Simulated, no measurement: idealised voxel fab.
Process module heading - voxel gate over fins
It is cross-section cut that appears here, measuring 235 nm in width, its square cells being 5 nm in size.
Each cross-section below is a grid of square cells, stated as bands in top-down order, with one or more rows of cells making up each band. For a band, the entry starts with two heights in nm, that of the top and then that of the bottom, and carries on with the band's materials in order from left to right, each alongside its width in nm; the word "all across" beside a single material means it fills the band edge to edge, and "air" means empty space. Beneath 0, the wafer as received is one material, and that level is where height counting begins. The lowest band goes on downward without a bottom; it is written like "0 down". Top row gets the first number, bottom row gets the second, and each row in between changes by the same step: that is how a band width like "30->40" works. Any step labelled "remained unchanged" changed none of the cells in the cross-section. What "Closed void entries" gives you is every empty space of 8 cells or more that is cut off from the top. Each appears as width x height at distance, with the distance taken from the left edge and width, height and distance all in nm. If you see something after the settings on a step's line, that's the simulator's own remark about that step. If you see "overlay nm" on a step's line and that step has a mask, it's telling you how far right of where it was planned the mask ended up; a negative number means it went left instead.

Here's what the planned process steps look like:
1 RECEIVE, material Si
2 CONFORMAL_DEP, material SiN, thk nm 10
3 MASKED_ETCH, tone cover, mask id FINS, width nm 15, pitch nm 50, etch materials SiN, depth nm 10, overlay nm 0
4 MASKED_ETCH, tone cover, mask id FINS, width nm 15, pitch nm 50, etch materials Si, depth nm 30, overlay nm 0
5 OXIDIZE, depth nm 5
6 FILL_DEP, material SiO2, thk nm 10
7 CMP, height nm 10
8 PATTERN, tone open, mask id RAIL, material resist, width nm 15, thk nm 15, overlay nm 0
9 DIRECTIONAL_ETCH, etch materials SiO2, depth nm 35
10 STRIP, etch materials resist
11 CONFORMAL_DEP, material TiN, thk nm 5
12 FILL_DEP, material W, thk nm 5
13 CMP, height nm 10
14 SELECTIVE_ETCH, etch materials W Ru TiN, depth nm 30
15 FILL_DEP, material SiO2, thk nm 5
16 CMP, height nm 10
17 SELECTIVE_ETCH, etch materials SiO2, depth nm 20
18 STRIP, etch materials SiN
19 CONFORMAL_DEP, material HfO2, thk nm 5
20 CONFORMAL_DEP, material TiN, thk nm 5
21 CONFORMAL_DEP, material TiAl, thk nm 5
22 CONFORMAL_DEP, material TiN, thk nm 5
23 FILL_DEP, material W, thk nm 10
24 CMP, height nm 25
25 CONFORMAL_DEP, material SiN, thk nm 5
Variable across wafers: step 4 width nm (plan value is that of the first wafer; starting state common to all).

As-received cross-section, first of several wafers, post step 1:
0 down = Si all across
Closed void entries: none

Each wafer at the end: cells of each material gained (+) or lost (-) since it was received, then its closed voids:
width nm 15, +63 HfO2, -301 Si, +47 SiN, +212 SiO2, +63 TiAl, +129 TiN, +69 W, Closed void entries: none
width nm 20, +63 HfO2, -277 Si, +47 SiN, +192 SiO2, +63 TiAl, +129 TiN, +65 W, Closed void entries: none
width nm 25, +63 HfO2, -253 Si, +47 SiN, +172 SiO2, +63 TiAl, +126 TiN, +64 W, Closed void entries: none
width nm 30, +63 HfO2, -229 Si, +47 SiN, +152 SiO2, +63 TiAl, +123 TiN, +63 W, Closed void entries: none
